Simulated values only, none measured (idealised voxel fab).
Herein follows the process module entitled voxel released beams.
The cross-section shown here is cut; it is 265 nm wide and divided into square cells measuring 5 nm on a side.
This document writes a cross-section as a grid whose cells are square, and gives it as bands, listed from the top down; one or more rows of cells form a band. Top, bottom (nm), then materials left to right with widths (nm); lone material tagged "everywhere" fills the whole band edge to edge; "empty" = empty space. Below 0: as-received wafer, all one material; heights counted from there. Lowest band: no bottom, goes on down, written "0 nm and below". Top row gets the first number, bottom row gets the second, and each row in between changes by the same step: that is how a band width like "30->40" works. For the purposes of this document, the phrase "no change" attached to a step denotes that no cell within the cross-section was modified by that step. Each empty space that has no open way to the top and spans at least 8 cells appears under "Closed cavity list" as width x height at distance, the distance counted from the left edge, all in nm. Past the settings on a step's line: simulator remark, on that step. If you see "overlay nm" on a step's line and that step has a mask, it's telling you how far right of where it was planned the mask ended up; a negative number means it went left instead.
Below is the list of planned process steps:
1: RECEIVE,material Si
2: CONFORMAL_DEP,material SiN,thk nm 5
3: DIRECTIONAL_DEP,material SiO2,thk nm 20
4: DIRECTIONAL_DEP,material aC,thk nm 15
5: PATTERN,tone open,mask id ANCHOR,material resist,width nm 45,thk nm 35,overlay nm 0
6: DIRECTIONAL_ETCH,etch materials aC,depth nm 15
7: STRIP,etch materials resist
8: DIRECTIONAL_ETCH,etch materials SiO2,depth nm 20
9: STRIP,etch materials aC
10: CONFORMAL_DEP,material W,thk nm 15
11: DIRECTIONAL_DEP,material aC,thk nm 10
12: PATTERN,tone cover,mask id BEAM,material resist,width nm 95,thk nm 30,overlay nm 0
13: DIRECTIONAL_ETCH,etch materials aC,depth nm 10
14: STRIP,etch materials resist
15: DIRECTIONAL_ETCH,etch materials W,depth nm 15
16: STRIP,etch materials aC
17: STRIP,etch materials SiO2
First wafer out of two, processed as planned:
Cross-section: wafer on arrival = after step 1:
> 0 nm and below | Si everywhere
> Closed cavity list: none
Once step 2 is through, the wafer looks like this in cross-section:
> 5 nm to 0 nm | SiN everywhere
> Whatever lies below 0 is exactly as it was before.
Once step 3 is through, the wafer looks like this in cross-section:
> 25 nm to 5 nm | SiO2 everywhere
> Whatever lies below 5 is exactly as it was before.
Once step 4 is through, the wafer looks like this in cross-section:
> 40 nm to 25 nm | aC everywhere
> Whatever lies below 25 is exactly as it was before.
Once step 5 is through, the wafer looks like this in cross-section:
> 75 nm to 40 nm | resist=85; empty=45; resist=135
> Whatever lies below 40 is exactly as it was before.
Once step 6 is through, the wafer looks like this in cross-section:
> 60 nm to 40 nm | resist=85; empty=45; resist=135
> 40 nm to 25 nm | aC=85; empty=45; aC=135
> Whatever lies below 25 is exactly as it was before.
Once step 7 is through, the wafer looks like this in cross-section:
> 40 nm to 25 nm | aC=85; empty=45; aC=135
> Whatever lies below 25 is exactly as it was before.
Once step 8 is through, the wafer looks like this in cross-section:
> 40 nm to 25 nm | aC=85; empty=45; aC=135
> 25 nm to 5 nm | SiO2=85; empty=45; SiO2=135
> Whatever lies below 5 is exactly as it was before.
Once step 9 is through, the wafer looks like this in cross-section:
> 25 nm to 5 nm | SiO2=85; empty=45; SiO2=135
> Whatever lies below 5 is exactly as it was before.
Once step 10 is through, the wafer looks like this in cross-section:
> 40 nm to 25 nm | W=100; empty=15; W=150
> 25 nm to 20 nm | SiO2=85; W=15; empty=15; W=15; SiO2=135
> 20 nm to 5 nm | SiO2=85; W=45; SiO2=135
> Whatever lies below 5 is exactly as it was before.
Once step 11 is through, the wafer looks like this in cross-section:
> 50 nm to 40 nm | aC=100; empty=15; aC=150
> 40 nm to 30 nm | W=100; empty=15; W=150
> 30 nm to 25 nm | W=100; aC=15; W=150
> 25 nm to 20 nm | SiO2=85; W=15; aC=15; W=15; SiO2=135
> Whatever lies below 20 is exactly as it was before.
Once step 12 is through, the wafer looks like this in cross-section:
> 80 nm to 50 nm | empty=80; resist=95; empty=90
> 50 nm to 40 nm | aC=100; resist=15; aC=150
> 40 nm to 30 nm | W=100; resist=15; W=150
> Whatever lies below 30 is exactly as it was before.
Once step 13 is through, the wafer looks like this in cross-section:
> 70 nm to 50 nm | empty=80; resist=95; empty=90
> 50 nm to 40 nm | empty=80; aC=20; resist=15; aC=60; empty=90
> Whatever lies below 40 is exactly as it was before.
Once step 14 is through, the wafer looks like this in cross-section:
> 50 nm to 40 nm | empty=80; aC=20; empty=15; aC=60; empty=90
> 40 nm to 30 nm | W=100; empty=15; W=150
> Whatever lies below 30 is exactly as it was before.
Once step 15 is through, the wafer looks like this in cross-section:
> 50 nm to 40 nm | empty=80; aC=20; empty=15; aC=60; empty=90
> 40 nm to 30 nm | empty=80; W=20; empty=15; W=60; empty=90
> 30 nm to 25 nm | empty=80; W=20; aC=15; W=60; empty=90
> Whatever lies below 25 is exactly as it was before.
Once step 16 is through, the wafer looks like this in cross-section:
> 40 nm to 25 nm | empty=80; W=20; empty=15; W=60; empty=90
> 25 nm to 20 nm | SiO2=85; W=15; empty=15; W=15; SiO2=135
> Whatever lies below 20 is exactly as it was before.
Once step 17 is through, the wafer looks like this in cross-section:
> 40 nm to 25 nm | empty=80; W=20; empty=15; W=60; empty=90
> 25 nm to 20 nm | empty=85; W=15; empty=15; W=15; empty=135
> 20 nm to 5 nm | empty=85; W=45; empty=135
> Whatever lies below 5 is exactly as it was before.
The second wafer was prepared from the same starting point and under the same plan as the first; its processing contained one mistake, and it remains indistinguishable from the first wafer up to and including step 2:
X-section, second wafer, when step 3 was due to finish:
> 25 nm to 0 nm | SiN everywhere
> Whatever lies below 0 is exactly as it was before.
X-section, second wafer, when step 4 was due to finish:
> 40 nm to 25 nm | aC everywhere
> Whatever lies below 25 is exactly as it was before.
X-section, second wafer, when step 5 was due to finish:
> 75 nm to 40 nm | resist=85; empty=45; resist=135
> Whatever lies below 40 is exactly as it was before.
X-section, second wafer, when step 6 was due to finish:
> 60 nm to 40 nm | resist=85; empty=45; resist=135
> 40 nm to 25 nm | aC=85; empty=45; aC=135
> Whatever lies below 25 is exactly as it was before.
X-section, second wafer, when step 7 was due to finish:
> 40 nm to 25 nm | aC=85; empty=45; aC=135
> Whatever lies below 25 is exactly as it was before.
X-section, second wafer, when step 8 was due to finish: no change
X-section, second wafer, when step 9 was due to finish:
> 25 nm to 0 nm | SiN everywhere
> Whatever lies below 0 is exactly as it was before.
X-section, second wafer, when step 10 was due to finish:
> 40 nm to 25 nm | W everywhere
> Whatever lies below 25 is exactly as it was before.
X-section, second wafer, when step 11 was due to finish:
> 50 nm to 40 nm | aC everywhere
> Whatever lies below 40 is exactly as it was before.
X-section, second wafer, when step 12 was due to finish:
> 80 nm to 50 nm | empty=80; resist=95; empty=90
> Whatever lies below 50 is exactly as it was before.
X-section, second wafer, when step 13 was due to finish:
> 70 nm to 50 nm | empty=80; resist=95; empty=90
> 50 nm to 40 nm | empty=80; aC=95; empty=90
> Whatever lies below 40 is exactly as it was before.
X-section, second wafer, when step 14 was due to finish:
> 50 nm to 40 nm | empty=80; aC=95; empty=90
> Whatever lies below 40 is exactly as it was before.
X-section, second wafer, when step 15 was due to finish:
> 50 nm to 40 nm | empty=80; aC=95; empty=90
> 40 nm to 25 nm | empty=80; W=95; empty=90
> Whatever lies below 25 is exactly as it was before.
X-section, second wafer, when step 16 was due to finish:
> 40 nm to 25 nm | empty=80; W=95; empty=90
> Whatever lies below 25 is exactly as it was before.
X-section, second wafer, when step 17 was due to finish: no change
Here's what went sideways: it should be noted that step 3 was executed with settings other than those planned, the operation and settings actually applied being DIRECTIONAL_DEP,material SiN,thk nm 20
Wrapping up, a cell-based count of both wafers puts the second over or under the first for these materials: +212 SiN; -24 W
